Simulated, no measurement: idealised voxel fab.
This section sets out a process module, namely voxel self aligned contacts.
Xsec cut, 270 nm wide, square cell size 5 nm.
Cross-section = grid of square cells, listed top down in bands; band = one or more rows. Heights first: top, then bottom, in nm. Then materials, left to right, each with a width in nm. "edge to edge" on a single material: fills the band edge to edge. "blank": empty space. Heights from 0 (as-received wafer is one material below). Bottom band endless downward, as "0 nm and below". Width: "30..40" (first number = top row, second number = bottom row, same change from row to row of cells). You'll sometimes find "all unchanged" written for a step, and that's the way of saying that nowhere in the cross-section did a cell change during that step. "Closed internal voids" specifies each empty space that is not open to the top and that occupies no fewer than 8 cells, using the form width x height at distance, the distance measured from the left edge and all three quantities in nm. What comes after the settings on a step's line is commentary from the simulator itself on that step. overlay nm: right-of-plan distance of the mask on a masked step; negative values mean left-of-plan.
## Planned process steps
1. RECEIVE: material Si
2. OXIDIZE: depth nm 5
3. DIRECTIONAL_DEP: material polySi, thk nm 30
4. DIRECTIONAL_DEP: material SiN, thk nm 20
5. DIRECTIONAL_DEP: material aC, thk nm 10
6. PATTERN: tone cover, mask id GATE, material resist, width nm 35, pitch nm 70, thk nm 25, overlay nm 0
7. DIRECTIONAL_ETCH: etch materials aC, depth nm 10
8. STRIP: etch materials resist
9. DIRECTIONAL_ETCH: etch materials SiN, depth nm 20
10. DIRECTIONAL_ETCH: etch materials polySi, depth nm 30
11. STRIP: etch materials aC
12. CONFORMAL_DEP: material SiN, thk nm 10
13. DIRECTIONAL_ETCH: etch materials SiN, depth nm 10
14. FILL_DEP: material SiO2, thk nm 15
15. CMP: height nm 60
16. PATTERN: tone open, mask id CONTACT, material resist, width nm 45, pitch nm 70, thk nm 15, overlay nm 0
17. DIRECTIONAL_ETCH: etch materials SiO2, depth nm 65
18. STRIP: etch materials resist
19. CONFORMAL_DEP: material TiN, thk nm 5
20. FILL_DEP: material Ru, thk nm 5
21. CMP: height nm 60
22. CONFORMAL_DEP: material SiN, thk nm 5
## Below: the first of two wafers, run as planned
## Here's what the wafer looked like in cross-section when it arrived - that's after step 1
	0 nm and below: Si edge to edge
	Closed internal voids: none
## After step 2: wafer cross-section
	0 nm to -5 nm: SiO2 edge to edge
	All layers under -5 are left as they were.
## After step 3: wafer cross-section
	30 nm to 0 nm: polySi edge to edge
	All layers under 0 are left as they were.
## After step 4: wafer cross-section
	50 nm to 30 nm: SiN edge to edge
	All layers under 30 are left as they were.
## After step 5: wafer cross-section
	60 nm to 50 nm: aC edge to edge
	All layers under 50 are left as they were.
## After step 6: wafer cross-section
	85 nm to 60 nm: blank (45) / resist (35) / blank (35) / resist (35) / blank (35) / resist (35) / blank (50)
	All layers under 60 are left as they were.
## After step 7: wafer cross-section
	75 nm to 60 nm: blank (45) / resist (35) / blank (35) / resist (35) / blank (35) / resist (35) / blank (50)
	60 nm to 50 nm: blank (45) / aC (35) / blank (35) / aC (35) / blank (35) / aC (35) / blank (50)
	All layers under 50 are left as they were.
## After step 8: wafer cross-section
	60 nm to 50 nm: blank (45) / aC (35) / blank (35) / aC (35) / blank (35) / aC (35) / blank (50)
	All layers under 50 are left as they were.
## After step 9: wafer cross-section
	60 nm to 50 nm: blank (45) / aC (35) / blank (35) / aC (35) / blank (35) / aC (35) / blank (50)
	50 nm to 30 nm: blank (45) / SiN (35) / blank (35) / SiN (35) / blank (35) / SiN (35) / blank (50)
	All layers under 30 are left as they were.
## After step 10: wafer cross-section
	60 nm to 50 nm: blank (45) / aC (35) / blank (35) / aC (35) / blank (35) / aC (35) / blank (50)
	50 nm to 30 nm: blank (45) / SiN (35) / blank (35) / SiN (35) / blank (35) / SiN (35) / blank (50)
	30 nm to 0 nm: blank (45) / polySi (35) / blank (35) / polySi (35) / blank (35) / polySi (35) / blank (50)
	All layers under 0 are left as they were.
## After step 11: wafer cross-section
	50 nm to 30 nm: blank (45) / SiN (35) / blank (35) / SiN (35) / blank (35) / SiN (35) / blank (50)
	All layers under 30 are left as they were.
## After step 12: wafer cross-section
	60 nm to 30 nm: blank (35) / SiN (55) / blank (15) / SiN (55) / blank (15) / SiN (55) / blank (40)
	30 nm to 10 nm: blank (35) / SiN (10) / polySi (35) / SiN (10) / blank (15) / SiN (10) / polySi (35) / SiN (10) / blank (15) / SiN (10) / polySi (35) / SiN (10) / blank (40)
	10 nm to 0 nm: SiN (45) / polySi (35) / SiN (35) / polySi (35) / SiN (35) / polySi (35) / SiN (50)
	All layers under 0 are left as they were.
## After step 13: wafer cross-section
	50 nm to 30 nm: blank (35) / SiN (55) / blank (15) / SiN (55) / blank (15) / SiN (55) / blank (40)
	30 nm to 0 nm: blank (35) / SiN (10) / polySi (35) / SiN (10) / blank (15) / SiN (10) / polySi (35) / SiN (10) / blank (15) / SiN (10) / polySi (35) / SiN (10) / blank (40)
	All layers under 0 are left as they were.
## After step 14: wafer cross-section
	65 nm to 50 nm: SiO2 edge to edge
	50 nm to 30 nm: SiO2 (35) / SiN (55) / SiO2 (15) / SiN (55) / SiO2 (15) / SiN (55) / SiO2 (40)
	30 nm to 0 nm: SiO2 (35) / SiN (10) / polySi (35) / SiN (10) / SiO2 (15) / SiN (10) / polySi (35) / SiN (10) / SiO2 (15) / SiN (10) / polySi (35) / SiN (10) / SiO2 (40)
	All layers under 0 are left as they were.
## After step 15: wafer cross-section
	60 nm to 50 nm: SiO2 edge to edge
	All layers under 50 are left as they were.
## After step 16: wafer cross-section
	75 nm to 60 nm: resist (75) / blank (45) / resist (25) / blank (45) / resist (80)
	All layers under 60 are left as they were.
## After step 17: wafer cross-section
	75 nm to 60 nm: resist (75) / blank (45) / resist (25) / blank (45) / resist (80)
	60 nm to 50 nm: SiO2 (75) / blank (45) / SiO2 (25) / blank (45) / SiO2 (80)
	50 nm to 30 nm: SiO2 (35) / SiN (55) / blank (15) / SiN (55) / blank (15) / SiN (55) / SiO2 (40)
	30 nm to 0 nm: SiO2 (35) / SiN (10) / polySi (35) / SiN (10) / blank (15) / SiN (10) / polySi (35) / SiN (10) / blank (15) / SiN (10) / polySi (35) / SiN (10) / SiO2 (40)
	0 nm to -5 nm: SiO2 (90) / blank (15) / SiO2 (55) / blank (15) / SiO2 (95)
	All layers under -5 are left as they were.
## After step 18: wafer cross-section
	60 nm to 50 nm: SiO2 (75) / blank (45) / SiO2 (25) / blank (45) / SiO2 (80)
	All layers under 50 are left as they were.
## After step 19: wafer cross-section
	65 nm to 60 nm: TiN (80) / blank (35) / TiN (35) / blank (35) / TiN (85)
	60 nm to 50 nm: SiO2 (75) / TiN (5..20) / blank (35..5) / TiN (5..20) / SiO2 (25) / TiN (5..20) / blank (35..5) / TiN (5..20) / SiO2 (80)
	50 nm to 30 nm: SiO2 (35) / SiN (55) / TiN (5) / blank (5) / TiN (5) / SiN (55) / TiN (5) / blank (5) / TiN (5) / SiN (55) / SiO2 (40)
	30 nm to 0 nm: SiO2 (35) / SiN (10) / polySi (35) / SiN (10) / TiN (5) / blank (5) / TiN (5) / SiN (10) / polySi (35) / SiN (10) / TiN (5) / blank (5) / TiN (5) / SiN (10) / polySi (35) / SiN (10) / SiO2 (40)
	0 nm to -5 nm: SiO2 (90) / TiN (15) / SiO2 (55) / TiN (15) / SiO2 (95)
	All layers under -5 are left as they were.
## After step 20: wafer cross-section
	70 nm to 65 nm: Ru edge to edge
	65 nm to 60 nm: TiN (80) / Ru (35) / TiN (35) / Ru (35) / TiN (85)
	60 nm to 50 nm: SiO2 (75) / TiN (5..20) / Ru (35..5) / TiN (5..20) / SiO2 (25) / TiN (5..20) / Ru (35..5) / TiN (5..20) / SiO2 (80)
	50 nm to 30 nm: SiO2 (35) / SiN (55) / TiN (5) / Ru (5) / TiN (5) / SiN (55) / TiN (5) / Ru (5) / TiN (5) / SiN (55) / SiO2 (40)
	30 nm to 0 nm: SiO2 (35) / SiN (10) / polySi (35) / SiN (10) / TiN (5) / Ru (5) / TiN (5) / SiN (10) / polySi (35) / SiN (10) / TiN (5) / Ru (5) / TiN (5) / SiN (10) / polySi (35) / SiN (10) / SiO2 (40)
	All layers under 0 are left as they were.
## After step 21: wafer cross-section
	60 nm to 50 nm: SiO2 (75) / TiN (5..20) / Ru (35..5) / TiN (5..20) / SiO2 (25) / TiN (5..20) / Ru (35..5) / TiN (5..20) / SiO2 (80)
	All layers under 50 are left as they were.
## After step 22: wafer cross-section
	65 nm to 60 nm: SiN edge to edge
	All layers under 60 are left as they were.
## For the second wafer, take the first wafer's start and plan, then add one mistake made in running it; everything through step 1, that step included, is shared with the first
Cross-section of the second wafer when, according to plan, step 2 should have finished: all unchanged
## Cross-section of the second wafer when, according to plan, step 3 should have finished
	30 nm to 0 nm: polySi edge to edge
	All layers under 0 are left as they were.
## Cross-section of the second wafer when, according to plan, step 4 should have finished
	50 nm to 30 nm: SiN edge to edge
	All layers under 30 are left as they were.
## Cross-section of the second wafer when, according to plan, step 5 should have finished
	60 nm to 50 nm: aC edge to edge
	All layers under 50 are left as they were.
## Cross-section of the second wafer when, according to plan, step 6 should have finished
	85 nm to 60 nm: blank (45) / resist (35) / blank (35) / resist (35) / blank (35) / resist (35) / blank (50)
	All layers under 60 are left as they were.
## Cross-section of the second wafer when, according to plan, step 7 should have finished
	75 nm to 60 nm: blank (45) / resist (35) / blank (35) / resist (35) / blank (35) / resist (35) / blank (50)
	60 nm to 50 nm: blank (45) / aC (35) / blank (35) / aC (35) / blank (35) / aC (35) / blank (50)
	All layers under 50 are left as they were.
## Cross-section of the second wafer when, according to plan, step 8 should have finished
	60 nm to 50 nm: blank (45) / aC (35) / blank (35) / aC (35) / blank (35) / aC (35) / blank (50)
	All layers under 50 are left as they were.
## Cross-section of the second wafer when, according to plan, step 9 should have finished
	60 nm to 50 nm: blank (45) / aC (35) / blank (35) / aC (35) / blank (35) / aC (35) / blank (50)
	50 nm to 30 nm: blank (45) / SiN (35) / blank (35) / SiN (35) / blank (35) / SiN (35) / blank (50)
	All layers under 30 are left as they were.
## Cross-section of the second wafer when, according to plan, step 10 should have finished
	60 nm to 50 nm: blank (45) / aC (35) / blank (35) / aC (35) / blank (35) / aC (35) / blank (50)
	50 nm to 30 nm: blank (45) / SiN (35) / blank (35) / SiN (35) / blank (35) / SiN (35) / blank (50)
	30 nm to 0 nm: blank (45) / polySi (35) / blank (35) / polySi (35) / blank (35) / polySi (35) / blank (50)
	All layers under 0 are left as they were.
## Cross-section of the second wafer when, according to plan, step 11 should have finished
	50 nm to 30 nm: blank (45) / SiN (35) / blank (35) / SiN (35) / blank (35) / SiN (35) / blank (50)
	All layers under 30 are left as they were.
## Cross-section of the second wafer when, according to plan, step 12 should have finished
	60 nm to 30 nm: blank (35) / SiN (55) / blank (15) / SiN (55) / blank (15) / SiN (55) / blank (40)
	30 nm to 10 nm: blank (35) / SiN (10) / polySi (35) / SiN (10) / blank (15) / SiN (10) / polySi (35) / SiN (10) / blank (15) / SiN (10) / polySi (35) / SiN (10) / blank (40)
	10 nm to 0 nm: SiN (45) / polySi (35) / SiN (35) / polySi (35) / SiN (35) / polySi (35) / SiN (50)
	All layers under 0 are left as they were.
## Cross-section of the second wafer when, according to plan, step 13 should have finished
	50 nm to 30 nm: blank (35) / SiN (55) / blank (15) / SiN (55) / blank (15) / SiN (55) / blank (40)
	30 nm to 0 nm: blank (35) / SiN (10) / polySi (35) / SiN (10) / blank (15) / SiN (10) / polySi (35) / SiN (10) / blank (15) / SiN (10) / polySi (35) / SiN (10) / blank (40)
	All layers under 0 are left as they were.
## Cross-section of the second wafer when, according to plan, step 14 should have finished
	65 nm to 50 nm: SiO2 edge to edge
	50 nm to 30 nm: SiO2 (35) / SiN (55) / SiO2 (15) / SiN (55) / SiO2 (15) / SiN (55) / SiO2 (40)
	30 nm to 0 nm: SiO2 (35) / SiN (10) / polySi (35) / SiN (10) / SiO2 (15) / SiN (10) / polySi (35) / SiN (10) / SiO2 (15) / SiN (10) / polySi (35) / SiN (10) / SiO2 (40)
	All layers under 0 are left as they were.
## Cross-section of the second wafer when, according to plan, step 15 should have finished
	60 nm to 50 nm: SiO2 edge to edge
	All layers under 50 are left as they were.
## Cross-section of the second wafer when, according to plan, step 16 should have finished
	75 nm to 60 nm: resist (75) / blank (45) / resist (25) / blank (45) / resist (80)
	All layers under 60 are left as they were.
## Cross-section of the second wafer when, according to plan, step 17 should have finished
	75 nm to 60 nm: resist (75) / blank (45) / resist (25) / blank (45) / resist (80)
	60 nm to 50 nm: SiO2 (75) / blank (45) / SiO2 (25) / blank (45) / SiO2 (80)
	50 nm to 30 nm: SiO2 (35) / SiN (55) / blank (15) / SiN (55) / blank (15) / SiN (55) / SiO2 (40)
	30 nm to 0 nm: SiO2 (35) / SiN (10) / polySi (35) / SiN (10) / blank (15) / SiN (10) / polySi (35) / SiN (10) / blank (15) / SiN (10) / polySi (35) / SiN (10) / SiO2 (40)
	All layers under 0 are left as they were.
## Cross-section of the second wafer when, according to plan, step 18 should have finished
	60 nm to 50 nm: SiO2 (75) / blank (45) / SiO2 (25) / blank (45) / SiO2 (80)
	All layers under 50 are left as they were.
## Cross-section of the second wafer when, according to plan, step 19 should have finished
	65 nm to 60 nm: TiN (80) / blank (35) / TiN (35) / blank (35) / TiN (85)
	60 nm to 50 nm: SiO2 (75) / TiN (5..20) / blank (35..5) / TiN (5..20) / SiO2 (25) / TiN (5..20) / blank (35..5) / TiN (5..20) / SiO2 (80)
	50 nm to 30 nm: SiO2 (35) / SiN (55) / TiN (5) / blank (5) / TiN (5) / SiN (55) / TiN (5) / blank (5) / TiN (5) / SiN (55) / SiO2 (40)
	30 nm to 5 nm: SiO2 (35) / SiN (10) / polySi (35) / SiN (10) / TiN (5) / blank (5) / TiN (5) / SiN (10) / polySi (35) / SiN (10) / TiN (5) / blank (5) / TiN (5) / SiN (10) / polySi (35) / SiN (10) / SiO2 (40)
	5 nm to 0 nm: SiO2 (35) / SiN (10) / polySi (35) / SiN (10) / TiN (15) / SiN (10) / polySi (35) / SiN (10) / TiN (15) / SiN (10) / polySi (35) / SiN (10) / SiO2 (40)
	All layers under 0 are left as they were.
## Cross-section of the second wafer when, according to plan, step 20 should have finished
	70 nm to 65 nm: Ru edge to edge
	65 nm to 60 nm: TiN (80) / Ru (35) / TiN (35) / Ru (35) / TiN (85)
	60 nm to 50 nm: SiO2 (75) / TiN (5..20) / Ru (35..5) / TiN (5..20) / SiO2 (25) / TiN (5..20) / Ru (35..5) / TiN (5..20) / SiO2 (80)
	50 nm to 30 nm: SiO2 (35) / SiN (55) / TiN (5) / Ru (5) / TiN (5) / SiN (55) / TiN (5) / Ru (5) / TiN (5) / SiN (55) / SiO2 (40)
	30 nm to 5 nm: SiO2 (35) / SiN (10) / polySi (35) / SiN (10) / TiN (5) / Ru (5) / TiN (5) / SiN (10) / polySi (35) / SiN (10) / TiN (5) / Ru (5) / TiN (5) / SiN (10) / polySi (35) / SiN (10) / SiO2 (40)
	All layers under 5 are left as they were.
## Cross-section of the second wafer when, according to plan, step 21 should have finished
	60 nm to 50 nm: SiO2 (75) / TiN (5..20) / Ru (35..5) / TiN (5..20) / SiO2 (25) / TiN (5..20) / Ru (35..5) / TiN (5..20) / SiO2 (80)
	All layers under 50 are left as they were.
## Cross-section of the second wafer when, according to plan, step 22 should have finished
	65 nm to 60 nm: SiN edge to edge
	All layers under 60 are left as they were.
Deviation from plan: plan step 2: skipped, not run
at the end the second wafer has, in cells: Ru: 2 fewer; Si: 54 more; SiO2: 48 fewer; TiN: 4 fewer
